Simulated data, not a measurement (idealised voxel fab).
Process module heading - voxel spacer lines
Displayed cross-section: cut, width of 205 nm, square cells sized 5 nm.
Cross-section, as written here: a square-cell grid given band by band from the top down, where a band holds one or more rows of cells.
Look at the band entry: it leads with the top's height and the bottom's height in nm. Then it lists the materials left to right, with a width in nm for each. The word "everywhere" on a single material says that material fills the band edge to edge. The word "air" is empty space.
Height 0 is the level under which the wafer as received is all one material. The lowest band goes on downwards, as in "0 and below".
The notation "30->40" denotes a width that varies across the rows of cells in the band, beginning at the first number in the top row, finishing at the second number in the bottom row, and changing by an identical amount from each row to the next.
Any step labelled "no alterations made" changed none of the cells in the cross-section.
Entrapped void list: empty space of 8 cells or more with no open way to the top, each as width x height at its distance from the left edge, in nm
Heads up: the bit after the settings on a step's line is the simulator's remark on that step.
The "overlay nm" setting may appear on a step's line; for a step that uses a mask, it gives how far to the right of its planned position the mask lay, and a negative value indicates the left.

[The steps planned for the process are as follows]
| 1 | op RECEIVE | material Si |
| 2 | op CONFORMAL_DEP | material Al2O3 | thk nm 10 |
| 3 | op DIRECTIONAL_DEP | material polySi | thk nm 20 |
| 4 | op DIRECTIONAL_DEP | material aC | thk nm 25 |
| 5 | op PATTERN | tone cover | mask id MANDREL | material resist | width nm 15 | pitch nm 60 | thk nm 35 | overlay nm 0 |
| 6 | op DIRECTIONAL_ETCH | etch materials aC | depth nm 25 |
| 7 | op STRIP | etch materials resist |
| 8 | op CONFORMAL_DEP | material SiN | thk nm 15 |
| 9 | op DIRECTIONAL_ETCH | etch materials SiN | depth nm 15 |
| 10 | op STRIP | etch materials aC |
| 11 | op DIRECTIONAL_ETCH | etch materials polySi | depth nm 20 |
| 12 | op STRIP | etch materials SiN |
| 13 | op FILL_DEP | material SiO2 | thk nm 10 |
| 14 | op CMP | height nm 30 |

[Wafer, first of two, run as planned]

[The cross-section here shows the wafer as received, i.e. in its state after step 1]
    0 and below  Si everywhere
    Entrapped void list: none

[Cross-section through the wafer, step 2 finished]
    10 down to 0  Al2O3 everywhere
    Under the height 0 nothing was changed.

[Cross-section through the wafer, step 3 finished]
    30 down to 10  polySi everywhere
    Under the height 10 nothing was changed.

[Cross-section through the wafer, step 4 finished]
    55 down to 30  aC everywhere
    Under the height 30 nothing was changed.

[Cross-section through the wafer, step 5 finished]
    90 down to 55  65 air; 15 resist; 45 air; 15 resist; 65 air
    Under the height 55 nothing was changed.

[Cross-section through the wafer, step 6 finished]
    65 down to 55  65 air; 15 resist; 45 air; 15 resist; 65 air
    55 down to 30  65 air; 15 aC; 45 air; 15 aC; 65 air
    Under the height 30 nothing was changed.

[Cross-section through the wafer, step 7 finished]
    55 down to 30  65 air; 15 aC; 45 air; 15 aC; 65 air
    Under the height 30 nothing was changed.

[Cross-section through the wafer, step 8 finished]
    70 down to 55  50 air; 45 SiN; 15 air; 45 SiN; 50 air
    55 down to 45  50 air; 15 SiN; 15 aC; 15 SiN; 15 air; 15 SiN; 15 aC; 15 SiN; 50 air
    45 down to 30  65 SiN; 15 aC; 45 SiN; 15 aC; 65 SiN
    Under the height 30 nothing was changed.

[Cross-section through the wafer, step 9 finished]
    55 down to 30  50 air; 15 SiN; 15 aC; 15 SiN; 15 air; 15 SiN; 15 aC; 15 SiN; 50 air
    Under the height 30 nothing was changed.

[Cross-section through the wafer, step 10 finished]
    55 down to 30  50 air; 15 SiN; 15 air; 15 SiN; 15 air; 15 SiN; 15 air; 15 SiN; 50 air
    Under the height 30 nothing was changed.

[Cross-section through the wafer, step 11 finished]
    55 down to 30  50 air; 15 SiN; 15 air; 15 SiN; 15 air; 15 SiN; 15 air; 15 SiN; 50 air
    30 down to 10  50 air; 15 polySi; 15 air; 15 polySi; 15 air; 15 polySi; 15 air; 15 polySi; 50 air
    Under the height 10 nothing was changed.

[Cross-section through the wafer, step 12 finished]
    30 down to 10  50 air; 15 polySi; 15 air; 15 polySi; 15 air; 15 polySi; 15 air; 15 polySi; 50 air
    Under the height 10 nothing was changed.

[Cross-section through the wafer, step 13 finished]
    40 down to 30  SiO2 everywhere
    30 down to 10  50 SiO2; 15 polySi; 15 SiO2; 15 polySi; 15 SiO2; 15 polySi; 15 SiO2; 15 polySi; 50 SiO2
    Under the height 10 nothing was changed.

[Cross-section through the wafer, step 14 finished]
    30 down to 10  50 SiO2; 15 polySi; 15 SiO2; 15 polySi; 15 SiO2; 15 polySi; 15 SiO2; 15 polySi; 50 SiO2
    Under the height 10 nothing was changed.

[The second wafer began exactly as the first did and followed the same plan, but one mistake was made while running it; through step 4 inclusive, the two wafers are identical]

[Cross-section: second wafer, time at which step 5 was scheduled to end]
    90 down to 55  65 air; 20 resist; 40 air; 20 resist; 60 air
    Under the height 55 nothing was changed.

[Cross-section: second wafer, time at which step 6 was scheduled to end]
    65 down to 55  65 air; 20 resist; 40 air; 20 resist; 60 air
    55 down to 30  65 air; 20 aC; 40 air; 20 aC; 60 air
    Under the height 30 nothing was changed.

[Cross-section: second wafer, time at which step 7 was scheduled to end]
    55 down to 30  65 air; 20 aC; 40 air; 20 aC; 60 air
    Under the height 30 nothing was changed.

[Cross-section: second wafer, time at which step 8 was scheduled to end]
    70 down to 55  50 air; 50 SiN; 10 air; 50 SiN; 45 air
    55 down to 45  50 air; 15 SiN; 20 aC; 15 SiN; 10 air; 15 SiN; 20 aC; 15 SiN; 45 air
    45 down to 30  65 SiN; 20 aC; 40 SiN; 20 aC; 60 SiN
    Under the height 30 nothing was changed.

[Cross-section: second wafer, time at which step 9 was scheduled to end]
    55 down to 30  50 air; 15 SiN; 20 aC; 15 SiN; 10 air; 15 SiN; 20 aC; 15 SiN; 45 air
    Under the height 30 nothing was changed.

[Cross-section: second wafer, time at which step 10 was scheduled to end]
    55 down to 30  50 air; 15 SiN; 20 air; 15 SiN; 10 air; 15 SiN; 20 air; 15 SiN; 45 air
    Under the height 30 nothing was changed.

[Cross-section: second wafer, time at which step 11 was scheduled to end]
    55 down to 30  50 air; 15 SiN; 20 air; 15 SiN; 10 air; 15 SiN; 20 air; 15 SiN; 45 air
    30 down to 10  50 air; 15 polySi; 20 air; 15 polySi; 10 air; 15 polySi; 20 air; 15 polySi; 45 air
    Under the height 10 nothing was changed.

[Cross-section: second wafer, time at which step 12 was scheduled to end]
    30 down to 10  50 air; 15 polySi; 20 air; 15 polySi; 10 air; 15 polySi; 20 air; 15 polySi; 45 air
    Under the height 10 nothing was changed.

[Cross-section: second wafer, time at which step 13 was scheduled to end]
    40 down to 30  SiO2 everywhere
    30 down to 10  50 SiO2; 15 polySi; 20 SiO2; 15 polySi; 10 SiO2; 15 polySi; 20 SiO2; 15 polySi; 45 SiO2
    Under the height 10 nothing was changed.

[Cross-section: second wafer, time at which step 14 was scheduled to end]
    30 down to 10  50 SiO2; 15 polySi; 20 SiO2; 15 polySi; 10 SiO2; 15 polySi; 20 SiO2; 15 polySi; 45 SiO2
    Under the height 10 nothing was changed.
Short version of what went wrong: planned and actual differ for step 5; actual: op PATTERN | tone cover | mask id MANDREL | material resist | width nm 20 | pitch nm 60 | thk nm 35 | overlay nm 0
End check, second vs first wafer: material counts in cells match, positions do not.
